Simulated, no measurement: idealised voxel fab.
Title: Process Module voxel self aligned vias
This is section cut - it's 140 nm across, gridded in 5 nm square cells.
Bands, listed from the top down, are how a cross-section gets written in this document; the cross-section itself is a grid of square cells, and a band is one or more rows of them. Read a band's entry like this: the first values are the height of its top and the height of its bottom in nm, and what follows is the sequence of materials from left to right, each with its width in nm. Note that "empty" is empty space, and that a single material marked "edge to edge" reaches across the band from edge to edge. The level at which height equals 0 is the one under which the wafer, as it arrives, is entirely one material. No lower edge exists for the bottom band, which continues downward and is notated as in "0 down". The two numbers in a width such as "30 to 40" mark its ends across the band: the first belongs to the top row of cells, the second to the bottom row, and from each row to the next the width moves by the same amount. The designation "all unchanged", where it is given for a processing step, indicates that no cell of the cross-section was altered in the course of that step. Empty spaces counting at least 8 cells and having no open way to the top are listed in "Closed cavity list". The notation width x height at distance is used for each, the distance being from the left edge and all three values in nm. On a step's line, text after the settings is the simulator commenting on that step. "overlay nm" on a masked step: distance the mask lay right of its planned place, negative for left.
Steps planned for the process
1: RECEIVE, material Si
2: CONFORMAL_DEP, material SiO2, thk nm 15
3: CONFORMAL_DEP, material SiCN, thk nm 5
4: DIRECTIONAL_DEP, material SiO2, thk nm 20
5: MASKED_ETCH, tone open, mask id LINES, width nm 25, pitch nm 50, etch materials SiO2, depth nm 20, overlay nm 0
6: CONFORMAL_DEP, material TiN, thk nm 5
7: FILL_DEP, material W, thk nm 10
8: CMP, height nm 40
9: SELECTIVE_ETCH, etch materials W Ru TiN, depth nm 10
10: FILL_DEP, material SiN, thk nm 5
11: CMP, height nm 40
12: DIRECTIONAL_DEP, material SiO2, thk nm 15
13: PATTERN, tone open, mask id VIAS, material resist, width nm 35, thk nm 20, overlay nm 0
14: DIRECTIONAL_ETCH, etch materials SiO2, depth nm 15
15: DIRECTIONAL_ETCH, etch materials SiN, depth nm 10
16: STRIP, etch materials resist
17: CONFORMAL_DEP, material TiN, thk nm 5
18: FILL_DEP, material Cu, thk nm 10
19: CMP, height nm 55
20: CONFORMAL_DEP, material SiN, thk nm 5
This is the cross-section of the wafer as we received it, i.e. after step 1
0 down | Si edge to edge
Closed cavity list: none
Here's the wafer cut in cross-section after the module, started and planned just like above, except one thing was done wrong in the run
60 to 55 | SiN edge to edge
55 to 45 | SiO2 25, then TiN 5, then Cu 25, then TiN 5, then SiO2 80
45 to 40 | SiO2 25, then TiN 10, then Cu 15, then TiN 10, then SiO2 80
40 to 35 | SiO2 30, then TiN 5, then Cu 15, then TiN 5, then SiO2 25, then SiN 25, then SiO2 35
35 to 30 | SiO2 30, then TiN 25, then SiO2 25, then SiN 25, then SiO2 35
30 to 15 | SiCN edge to edge
15 to 0 | SiO2 edge to edge
0 down | Si edge to edge
Closed cavity list: none
Processing error: planned and actual differ for step 3; actual: CONFORMAL_DEP, material SiCN, thk nm 15
